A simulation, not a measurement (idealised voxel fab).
process module | voxel wiring stack
cross-section cut | 300 nm wide | cells 5 nm
A cross-section is a grid of square cells, given in bands from the top down. A band is one or more rows of cells.
Each band's line starts with the height of the band's top and of its bottom, in nm. Then come its materials from left to right, each with its width in nm. One material with "throughout" fills the band from edge to edge. "air" is empty space.
Height 0 is the level under which the wafer as received is all one material. The lowest band goes on downwards, as in "0 down".
A width such as "30 to 40" changes by the same amount from each row of cells to the next, from the band's top row to its bottom row.
"no change" after a step means that no cell of the cross-section changed.
closed voids: empty space of 8 cells or more with no open way to the top, each as width x height at its distance from the left edge, in nm
after a step's settings: what the simulator itself notes on the step
overlay nm, on a step with a mask: how far to the right of its planned place the mask lay; to the left if negative
plan
1 op RECEIVE | material Si
2 op CONFORMAL_DEP | material SiO2 | thk nm 15
3 op DIRECTIONAL_DEP | material TiN | thk nm 5
4 op DIRECTIONAL_DEP | material W | thk nm 15
5 op PATTERN | tone cover | mask id METAL_1 | material resist | width nm 25 | pitch nm 55 | thk nm 20 | overlay nm 0
6 op DIRECTIONAL_ETCH | etch materials W | depth nm 15
7 op DIRECTIONAL_ETCH | etch materials TiN | depth nm 5
8 op STRIP | etch materials resist
9 op CONFORMAL_DEP | material SiCN | thk nm 5
10 op FILL_DEP | material lowk | thk nm 10
11 op CMP | height nm 35
12 op CONFORMAL_DEP | material SiCN | thk nm 5
13 op DIRECTIONAL_DEP | material lowk | thk nm 10
14 op DIRECTIONAL_DEP | material aC | thk nm 10
15 op PATTERN | tone open | mask id PLUG_1 | material resist | width nm 15 | thk nm 25 | overlay nm 0
16 op DIRECTIONAL_ETCH | etch materials aC | depth nm 10
17 op STRIP | etch materials resist
18 op DIRECTIONAL_ETCH | etch materials lowk | depth nm 10
19 op DIRECTIONAL_ETCH | etch materials SiCN | depth nm 5
20 op STRIP | etch materials aC
21 op CONFORMAL_DEP | material TiN | thk nm 5
22 op FILL_DEP | material Cu | thk nm 5
23 op CMP | height nm 50
24 op CONFORMAL_DEP | material SiCN | thk nm 5
25 op DIRECTIONAL_DEP | material lowk | thk nm 15
26 op MASKED_ETCH | tone open | mask id METAL_2 | width nm 25 | pitch nm 55 | etch materials lowk | depth nm 15 | overlay nm 0
27 op MASKED_ETCH | tone open | mask id METAL_2 | width nm 25 | pitch nm 55 | etch materials SiCN | depth nm 5 | overlay nm 0
28 op CONFORMAL_DEP | material TiN | thk nm 5
29 op FILL_DEP | material Cu | thk nm 5
30 op CMP | height nm 70
31 op CONFORMAL_DEP | material SiCN | thk nm 5
32 op DIRECTIONAL_DEP | material lowk | thk nm 15
33 op PATTERN | tone open | mask id PLUG_2 | material resist | width nm 15 | thk nm 15 | overlay nm 0
34 op DIRECTIONAL_ETCH | etch materials lowk | depth nm 15
35 op DIRECTIONAL_ETCH | etch materials SiCN | depth nm 5
36 op STRIP | etch materials resist
37 op CONFORMAL_DEP | material TiN | thk nm 5
38 op FILL_DEP | material Cu | thk nm 5
39 op CMP | height nm 90
40 op DIRECTIONAL_DEP | material TiN | thk nm 5
41 op DIRECTIONAL_DEP | material Ru | thk nm 20
42 op MASKED_ETCH | tone cover | mask id METAL_3 | width nm 25 | pitch nm 55 | etch materials Ru | depth nm 20 | overlay nm 0
43 op MASKED_ETCH | tone cover | mask id METAL_3 | width nm 25 | pitch nm 55 | etch materials TiN | depth nm 5 | overlay nm 0
44 op CONFORMAL_DEP | material SiCN | thk nm 5
45 op FILL_DEP | material SiO2 | thk nm 5
46 op CMP | height nm 115
47 op CONFORMAL_DEP | material SiCN | thk nm 5
48 op DIRECTIONAL_DEP | material lowk | thk nm 30
49 op PATTERN | tone open | mask id METAL_4_HOLES | material resist | width nm 15 | pitch nm 55 | thk nm 20 | overlay nm 0
50 op DIRECTIONAL_ETCH | etch materials lowk | depth nm 30
51 op STRIP | etch materials resist
52 op PATTERN | tone open | mask id METAL_4 | material resist | width nm 25 | pitch nm 55 | thk nm 15 | overlay nm 0
53 op DIRECTIONAL_ETCH | etch materials lowk | depth nm 15
54 op DIRECTIONAL_ETCH | etch materials SiCN | depth nm 5
55 op STRIP | etch materials resist
56 op CONFORMAL_DEP | material TiN | thk nm 5
57 op FILL_DEP | material Cu | thk nm 10
58 op CMP | height nm 150
59 op CONFORMAL_DEP | material SiN | thk nm 5
as received, after step 1
  0 down: Si throughout
  closed voids: none
first wafer at the end, as planned
  155 to 150: SiN throughout
  150 to 140: lowk 110 | TiN 5 | Cu 15 | TiN 5 | lowk 30 | TiN 5 | Cu 15 | TiN 5 | lowk 110
  140 to 135: lowk 110 | TiN 5 | Cu 5 | TiN 15 | lowk 30 | TiN 5 | Cu 5 | TiN 15 | lowk 110
  135 to 120: lowk 110 | TiN 5 | Cu 5 | TiN 5 | lowk 40 | TiN 5 | Cu 5 | TiN 5 | lowk 120
  120 to 115: SiCN 110 | TiN 15 | SiCN 40 | TiN 15 | SiCN 120
  115 to 95: SiO2 105 | SiCN 5 | Ru 25 | SiCN 5 | SiO2 20 | SiCN 5 | Ru 25 | SiCN 5 | SiO2 105
  95 to 90: SiCN 110 | TiN 25 | SiCN 30 | TiN 25 | SiCN 110
  90 to 75: lowk 110 | TiN 5 | Cu 5 | TiN 5 | lowk 175
  75 to 70: SiCN 110 | TiN 15 | SiCN 175
  70 to 55: lowk 110 | TiN 5 | Cu 15 | TiN 5 | lowk 30 | TiN 5 | Cu 15 | TiN 5 | lowk 110
  55 to 50: SiCN 110 | TiN 25 | SiCN 30 | TiN 25 | SiCN 110
  50 to 40: lowk 110 | TiN 5 | Cu 5 | TiN 5 | lowk 175
  40 to 35: SiCN 110 | TiN 15 | SiCN 175
  35 to 20: lowk 105 | SiCN 5 | W 25 | SiCN 5 | lowk 20 | SiCN 5 | W 25 | SiCN 5 | lowk 105
  20 to 15: SiCN 110 | TiN 25 | SiCN 30 | TiN 25 | SiCN 110
  15 to 0: SiO2 throughout
  0 down: Si throughout
  closed voids: none
second wafer at the end: like start, like plan, one mistake
  155 to 150: SiN throughout
  150 to 140: lowk 110 | TiN 5 | Cu 15 | TiN 5 | lowk 30 | TiN 5 | Cu 15 | TiN 5 | lowk 110
  140 to 135: lowk 110 | TiN 5 | Cu 5 | TiN 15 | lowk 30 | TiN 5 | Cu 5 | TiN 15 | lowk 110
  135 to 120: lowk 110 | TiN 5 | Cu 5 | TiN 5 | lowk 40 | TiN 5 | Cu 5 | TiN 5 | lowk 120
  120 to 115: SiCN 110 | TiN 15 | SiCN 40 | TiN 15 | SiCN 120
  115 to 95: SiO2 105 | SiCN 5 | Ru 25 | SiCN 5 | SiO2 20 | SiCN 5 | Ru 25 | SiCN 5 | SiO2 105
  95 to 90: SiCN 110 | TiN 25 | SiCN 30 | TiN 25 | SiCN 110
  90 to 75: lowk 110 | TiN 5 | Cu 5 | TiN 5 | lowk 175
  75 to 70: SiCN 110 | TiN 15 | SiCN 175
  70 to 55: lowk 110 | TiN 5 | Cu 15 | TiN 5 | lowk 30 | TiN 5 | Cu 15 | TiN 5 | lowk 110
  55 to 50: SiCN 110 | TiN 25 | SiCN 30 | TiN 25 | SiCN 110
  50 to 40: lowk 110 | TiN 5 | Cu 10 | TiN 5 | lowk 170
  40 to 35: SiCN 110 | TiN 20 | SiCN 170
  35 to 20: lowk 105 | SiCN 5 | W 25 | SiCN 5 | lowk 20 | SiCN 5 | W 25 | SiCN 5 | lowk 105
  20 to 15: SiCN 110 | TiN 25 | SiCN 30 | TiN 25 | SiCN 110
  15 to 0: SiO2 throughout
  0 down: Si throughout
  closed voids: none
what went wrong: step 15 ran as: op PATTERN | tone open | mask id PLUG_1 | material resist | width nm 20 | thk nm 25 | overlay nm 0
at the end the second wafer has, in cells: 2 more of Cu | 1 fewer of SiCN | 1 more of TiN | 2 fewer of lowk
